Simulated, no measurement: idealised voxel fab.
Herein follows the process module entitled voxel wiring stack.
Section cut is 140 nm wide and gridded with 5 nm square cells.
Bands, listed from the top down, are how a cross-section gets written in this document; the cross-section itself is a grid of square cells, and a band is one or more rows of them. Band: top and bottom heights (nm) first, top before bottom; then materials from left to right, widths in nm. "throughout" marks a sole material filling the band edge to edge. "blank" denotes empty space. Heights are measured from 0, the level below which the as-received wafer is all one material; the lowest band has no bottom and continues downward, written as in "0 down". The width entry "30 to 40" should be interpreted row by row: the top row of cells in the band takes the first number, the bottom row takes the second number, and the change between adjacent rows is uniform throughout. Take "nothing altered" at face value: in the step it is given for, the cross-section changed in none of its cells. Listed in "Closed-off voids": every empty space of 8 or more cells without an open way to the top. Form: width x height at distance, the distance being from the left edge, all in nm. Past the settings on a step's line: simulator remark, on that step. What "overlay nm" on a step's line means: if the step has a mask, that mask lay this far to the right of its planned place, or, when the value is negative, to the left.
[Process steps (planned)]
1,RECEIVE [material Si]
2,CONFORMAL_DEP [material SiO2] [thk nm 10]
3,CONFORMAL_DEP [material SiCN] [thk nm 5]
4,DIRECTIONAL_DEP [material SiO2] [thk nm 25]
5,MASKED_ETCH [tone open] [mask id METAL_1] [width nm 20] [pitch nm 35] [etch materials SiO2] [depth nm 25] [overlay nm 0]
6,MASKED_ETCH [tone open] [mask id METAL_1] [width nm 20] [pitch nm 35] [etch materials SiCN] [depth nm 5] [overlay nm 0]
7,CONFORMAL_DEP [material TiN] [thk nm 5]
8,FILL_DEP [material W] [thk nm 10]
9,CMP [height nm 40]
10,EPI [material Ru] [thk nm 5]
11,FILL_DEP [material SiCN] [thk nm 5]
12,DIRECTIONAL_DEP [material lowk] [thk nm 10]
13,PATTERN [tone open] [mask id PLUG_1] [material resist] [width nm 15] [pitch nm 70] [thk nm 20] [overlay nm 0]
14,DIRECTIONAL_ETCH [etch materials lowk] [depth nm 10]
15,DIRECTIONAL_ETCH [etch materials SiCN] [depth nm 5]
16,STRIP [etch materials resist]
17,CONFORMAL_DEP [material TiN] [thk nm 5]
18,FILL_DEP [material W] [thk nm 5]
19,CMP [height nm 60]
20,DIRECTIONAL_DEP [material TiN] [thk nm 5]
21,DIRECTIONAL_DEP [material Ru] [thk nm 20]
22,MASKED_ETCH [tone cover] [mask id METAL_2] [width nm 20] [pitch nm 35] [etch materials Ru] [depth nm 20] [overlay nm 0]
23,MASKED_ETCH [tone cover] [mask id METAL_2] [width nm 20] [pitch nm 35] [etch materials TiN] [depth nm 5] [overlay nm 0]
24,CONFORMAL_DEP [material SiN] [thk nm 5]
25,FILL_DEP [material lowk] [thk nm 10]
26,CMP [height nm 85]
27,CONFORMAL_DEP [material SiCN] [thk nm 5]
28,DIRECTIONAL_DEP [material SiO2] [thk nm 35]
29,PATTERN [tone open] [mask id METAL_3] [material resist] [width nm 20] [pitch nm 35] [thk nm 15] [overlay nm 0]
30,DIRECTIONAL_ETCH [etch materials SiO2] [depth nm 20]
31,STRIP [etch materials resist]
32,PATTERN [tone open] [mask id METAL_3_HOLES] [material resist] [width nm 15] [pitch nm 35] [thk nm 15] [overlay nm 0]
33,DIRECTIONAL_ETCH [etch materials SiO2] [depth nm 15]
34,DIRECTIONAL_ETCH [etch materials SiCN] [depth nm 5]
35,STRIP [etch materials resist]
36,CONFORMAL_DEP [material TiN] [thk nm 5]
37,FILL_DEP [material Cu] [thk nm 10]
38,CMP [height nm 125]
39,CONFORMAL_DEP [material SiN] [thk nm 5]
[Received-state cross-section, reflecting completion of step 1]
    0 down: Si throughout
    Closed-off voids: none
[Here's the wafer cut in cross-section after the module, started and planned just like above, except one thing was done wrong in the run]
    130 to 125: SiN throughout
    125 to 90: 25 SiO2; 5 TiN; 10 Cu; 5 TiN; 15 SiO2; 5 TiN; 10 Cu; 5 TiN; 15 SiO2; 5 TiN; 10 Cu; 5 TiN; 25 SiO2
    90 to 85: 25 SiCN; 20 TiN; 15 SiCN; 20 TiN; 15 SiCN; 20 TiN; 25 SiCN
    85 to 65: 20 lowk; 5 SiN; 20 Ru; 5 SiN; 5 lowk; 5 SiN; 20 Ru; 5 SiN; 5 lowk; 5 SiN; 20 Ru; 5 SiN; 20 lowk
    65 to 60: 25 SiN; 20 TiN; 15 SiN; 20 TiN; 15 SiN; 20 TiN; 25 SiN
    60 to 50: 25 lowk; 5 TiN; 5 W; 5 TiN; 55 lowk; 5 TiN; 5 W; 5 TiN; 30 lowk
    50 to 45: 25 SiCN; 15 TiN; 55 SiCN; 15 TiN; 30 SiCN
    45 to 40: 20 SiCN; 30 Ru; 5 SiCN; 30 Ru; 5 SiCN; 30 Ru; 20 SiCN
    40 to 15: 25 SiO2; 5 TiN; 10 W; 5 TiN; 15 SiO2; 5 TiN; 10 W; 5 TiN; 15 SiO2; 5 TiN; 10 W; 5 TiN; 25 SiO2
    15 to 10: 25 SiCN; 20 TiN; 15 SiCN; 20 TiN; 15 SiCN; 20 TiN; 25 SiCN
    10 to 0: SiO2 throughout
    0 down: Si throughout
    Closed-off voids: none
The mistake made against the process plan was this: step 32 ran differently from the plan; actual operation with settings: PATTERN [tone open] [mask id METAL_3_HOLES] [material resist] [width nm 20] [pitch nm 35] [thk nm 15] [overlay nm 0]
